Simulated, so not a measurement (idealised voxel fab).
The following process module bears the name voxel transistor to metal.
The cross-section shown here is cut; it is 295 nm wide and divided into square cells measuring 5 nm on a side.
Throughout this document, each cross-section is represented as a grid of square cells and is presented as a sequence of bands enumerated from the top downward, where a band comprises one or more rows of cells. Top, bottom (nm), then materials left to right with widths (nm); lone material tagged "full width" fills the whole band edge to edge; "air" = empty space. Note: height 0 marks the level under which the wafer is uniformly one material as received. Lowest band unbounded below, written "z 0 and below". Note: "30 to 40" means the width goes from the first number (top row of the band) to the second number (bottom row) in equal steps per row of cells. Where a step carries "identical to before", the cross-section came out of it unchanged, cell for cell. Entry "Fully enclosed voids" = empty spaces >= 8 cells with no open way to the top; each as width x height at distance, distance from left edge, all nm. Anything after a step's settings on that line? It's the simulator's own note about the step. overlay nm: on a step with a mask, how far right of its planned place the mask lay; negative means left.
Planned process steps:
1. RECEIVE,material Si
2. CONFORMAL_DEP,material SiO2,thk nm 5
3. CONFORMAL_DEP,material SiN,thk nm 10
4. PATTERN,tone cover,mask id ACTIVE,material resist,width nm 110,pitch nm 140,thk nm 20,overlay nm 0
5. DIRECTIONAL_ETCH,etch materials SiN,depth nm 10
6. DIRECTIONAL_ETCH,etch materials SiO2,depth nm 5
7. DIRECTIONAL_ETCH,etch materials Si,depth nm 35
8. STRIP,etch materials resist
9. FILL_DEP,material SiO2,thk nm 10
10. CMP,height nm 15
11. SELECTIVE_ETCH,etch materials SiO2,depth nm 5
12. STRIP,etch materials SiN
13. SELECTIVE_ETCH,etch materials SiO2,depth nm 5
14. OXIDIZE,depth nm 5
15. DIRECTIONAL_DEP,material polySi,thk nm 25
16. DIRECTIONAL_DEP,material SiCN,thk nm 15
17. PATTERN,tone cover,mask id GATE,material resist,width nm 30,pitch nm 140,thk nm 20,overlay nm 0
18. DIRECTIONAL_ETCH,etch materials SiCN,depth nm 25
19. DIRECTIONAL_ETCH,etch materials polySi,depth nm 35
20. STRIP,etch materials resist
21. CONFORMAL_DEP,material SiO2,thk nm 5
22. DIRECTIONAL_ETCH,etch materials SiO2,depth nm 5
23. CONFORMAL_DEP,material SiN,thk nm 10
24. DIRECTIONAL_ETCH,etch materials SiN,depth nm 10
25. DIRECTIONAL_ETCH,etch materials SiO2,depth nm 5
26. DIRECTIONAL_ETCH,etch materials Si,depth nm 10
27. EPI,material nSi,thk nm 10
28. FILL_DEP,material SiO2,thk nm 10
29. CMP,height nm 25
30. STRIP,etch materials polySi
31. SELECTIVE_ETCH,etch materials SiO2,depth nm 5
32. CONFORMAL_DEP,material HfO2,thk nm 5
33. CONFORMAL_DEP,material TiN,thk nm 5
34. FILL_DEP,material W,thk nm 10
35. CMP,height nm 20
36. DIRECTIONAL_DEP,material SiO2,thk nm 15
37. PATTERN,tone open,mask id CONTACT,material resist,width nm 15,thk nm 15,overlay nm 0
38. DIRECTIONAL_ETCH,etch materials SiO2,depth nm 30
39. STRIP,etch materials resist
40. CONFORMAL_DEP,material TiN,thk nm 5
41. FILL_DEP,material W,thk nm 5
42. CMP,height nm 35
43. DIRECTIONAL_DEP,material TiN,thk nm 5
44. DIRECTIONAL_DEP,material W,thk nm 20
45. DIRECTIONAL_DEP,material aC,thk nm 10
46. PATTERN,tone cover,mask id METAL_1,material resist,width nm 15,thk nm 25,overlay nm 0
47. DIRECTIONAL_ETCH,etch materials aC,depth nm 10
48. STRIP,etch materials resist
49. DIRECTIONAL_ETCH,etch materials W,depth nm 20
50. DIRECTIONAL_ETCH,etch materials TiN,depth nm 5
51. STRIP,etch materials aC
52. FILL_DEP,material lowk,thk nm 10
53. CMP,height nm 60
54. CONFORMAL_DEP,material SiCN,thk nm 5
55. DIRECTIONAL_DEP,material lowk,thk nm 35
56. MASKED_ETCH,tone open,mask id METAL_2,width nm 15,pitch nm 140,etch materials lowk,depth nm 20,overlay nm 0
57. PATTERN,tone open,mask id METAL_2_HOLES,material resist,width nm 15,pitch nm 140,thk nm 20,overlay nm 0
58. DIRECTIONAL_ETCH,etch materials lowk,depth nm 15
59. DIRECTIONAL_ETCH,etch materials SiCN,depth nm 5
60. STRIP,etch materials resist
61. CONFORMAL_DEP,material TiN,thk nm 5
62. FILL_DEP,material Ru,thk nm 5
63. CMP,height nm 90
64. CONFORMAL_DEP,material SiCN,thk nm 5
Be aware that, although all wafers share a common starting state, the height nm at step 63 differs among them, and the plan displays the first wafer's value.
Cross-sectional view of the first of several wafers in the as-received condition, corresponding to the state following step 1:
> z 0 and below | Si full width
> Fully enclosed voids: none
Where each wafer stands at the end of the module, a row apiece: cells of each material gained (+) or lost (-) since it was received, then closed voids:
height nm 90, +32 HfO2, +10 Ru, -173 Si, +112 SiCN, +40 SiN, +346 SiO2, +114 TiN, +92 W, +500 lowk, +48 nSi, Fully enclosed voids: none
height nm 95, +32 HfO2, +12 Ru, -173 Si, +112 SiCN, +40 SiN, +346 SiO2, +118 TiN, +92 W, +553 lowk, +48 nSi, Fully enclosed voids: none
height nm 100, +32 HfO2, +14 Ru, -173 Si, +112 SiCN, +40 SiN, +346 SiO2, +122 TiN, +92 W, +606 lowk, +48 nSi, Fully enclosed voids: none
height nm 105, +32 HfO2, +16 Ru, -173 Si, +112 SiCN, +40 SiN, +346 SiO2, +179 TiN, +92 W, +606 lowk, +48 nSi, Fully enclosed voids: none
height nm 110, +32 HfO2, +75 Ru, -173 Si, +112 SiCN, +40 SiN, +346 SiO2, +179 TiN, +92 W, +606 lowk, +48 nSi, Fully enclosed voids: none
